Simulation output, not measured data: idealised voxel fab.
process module | voxel wiring stack
cross-section cut | 190 nm wide | cells 5 nm
A cross-section is a grid of square cells, given in bands from the top down. A band is one or more rows of cells.
Each band's line starts with the height of the band's top and of its bottom, in nm. Then come its materials from left to right, each with its width in nm. One material with "throughout" fills the band from edge to edge. "air" is empty space.
Height 0 is the level under which the wafer as received is all one material. The lowest band goes on downwards, as in "0 down".
A width such as "30 to 40" changes by the same amount from each row of cells to the next, from the band's top row to its bottom row.
"no change" after a step means that no cell of the cross-section changed.
closed voids: empty space of 8 cells or more with no open way to the top, each as width x height at its distance from the left edge, in nm
after a step's settings: what the simulator itself notes on the step
overlay nm, on a step with a mask: how far to the right of its planned place the mask lay; to the left if negative
plan
1 op RECEIVE | material Si
2 op CONFORMAL_DEP | material SiO2 | thk nm 15
3 op CONFORMAL_DEP | material SiN | thk nm 5
4 op DIRECTIONAL_DEP | material SiO2 | thk nm 20
5 op PATTERN | tone open | mask id METAL_1 | material resist | width nm 25 | pitch nm 40 | thk nm 20 | overlay nm 0
6 op DIRECTIONAL_ETCH | etch materials SiO2 | depth nm 20
7 op DIRECTIONAL_ETCH | etch materials SiN | depth nm 5
8 op STRIP | etch materials resist
9 op CONFORMAL_DEP | material TiN | thk nm 5
10 op FILL_DEP | material W | thk nm 5
11 op CMP | height nm 40
12 op EPI | material Ru | thk nm 5
13 op FILL_DEP | material SiCN | thk nm 5
14 op DIRECTIONAL_DEP | material SiO2 | thk nm 30
15 op DIRECTIONAL_DEP | material aC | thk nm 10
16 op PATTERN | tone open | mask id METAL_2 | material resist | width nm 25 | pitch nm 40 | thk nm 30 | overlay nm 0
17 op DIRECTIONAL_ETCH | etch materials aC | depth nm 10
18 op STRIP | etch materials resist
19 op DIRECTIONAL_ETCH | etch materials SiO2 | depth nm 15
20 op STRIP | etch materials aC
21 op PATTERN | tone open | mask id METAL_2_HOLES | material resist | width nm 15 | thk nm 15 | overlay nm 0
22 op DIRECTIONAL_ETCH | etch materials SiO2 | depth nm 15
23 op DIRECTIONAL_ETCH | etch materials SiCN | depth nm 5
24 op STRIP | etch materials resist
25 op CONFORMAL_DEP | material TiN | thk nm 5
26 op FILL_DEP | material Ru | thk nm 10
27 op CMP | height nm 80
28 op CONFORMAL_DEP | material SiCN | thk nm 5
29 op DIRECTIONAL_DEP | material SiO2 | thk nm 15
30 op DIRECTIONAL_DEP | material aC | thk nm 15
31 op PATTERN | tone open | mask id PLUG_2 | material resist | width nm 15 | thk nm 35 | overlay nm 0
32 op DIRECTIONAL_ETCH | etch materials aC | depth nm 15
33 op STRIP | etch materials resist
34 op DIRECTIONAL_ETCH | etch materials SiO2 | depth nm 5
35 op DIRECTIONAL_ETCH | etch materials SiCN | depth nm 5
36 op STRIP | etch materials aC
37 op CONFORMAL_DEP | material TiN | thk nm 5
38 op FILL_DEP | material Ru | thk nm 5
39 op CMP | height nm 100
40 op DIRECTIONAL_DEP | material TiN | thk nm 5
41 op DIRECTIONAL_DEP | material W | thk nm 20
42 op PATTERN | tone cover | mask id METAL_3 | material resist | width nm 25 | pitch nm 40 | thk nm 20 | overlay nm 0
43 op DIRECTIONAL_ETCH | etch materials W | depth nm 20
44 op DIRECTIONAL_ETCH | etch materials TiN | depth nm 5
45 op STRIP | etch materials resist
46 op CONFORMAL_DEP | material SiN | thk nm 5
47 op FILL_DEP | material SiO2 | thk nm 5
48 op CMP | height nm 125
49 op CONFORMAL_DEP | material SiCN | thk nm 5
varied across the wafers: depth nm of step 34. The plan shows the first wafer's value. All wafers start alike
first wafer as received, after step 1
  0 down: Si throughout
  closed voids: none
each wafer at the end: cells of each material gained (+) or lost (-) since it was received, then its closed voids
depth nm 5 | +30 Ru | +135 SiCN | +72 SiN | +622 SiO2 | +65 TiN | +64 W | closed voids: none
depth nm 10 | +31 Ru | +135 SiCN | +72 SiN | +619 SiO2 | +67 TiN | +64 W | closed voids: none
depth nm 15 | +33 Ru | +132 SiCN | +72 SiN | +616 SiO2 | +71 TiN | +64 W | closed voids: none
depth nm 20 | +33 Ru | +132 SiCN | +72 SiN | +616 SiO2 | +71 TiN | +64 W | closed voids: none
depth nm 25 | +33 Ru | +132 SiCN | +72 SiN | +616 SiO2 | +71 TiN | +64 W | closed voids: none
depth nm 30 | +33 Ru | +132 SiCN | +72 SiN | +616 SiO2 | +71 TiN | +64 W | closed voids: none
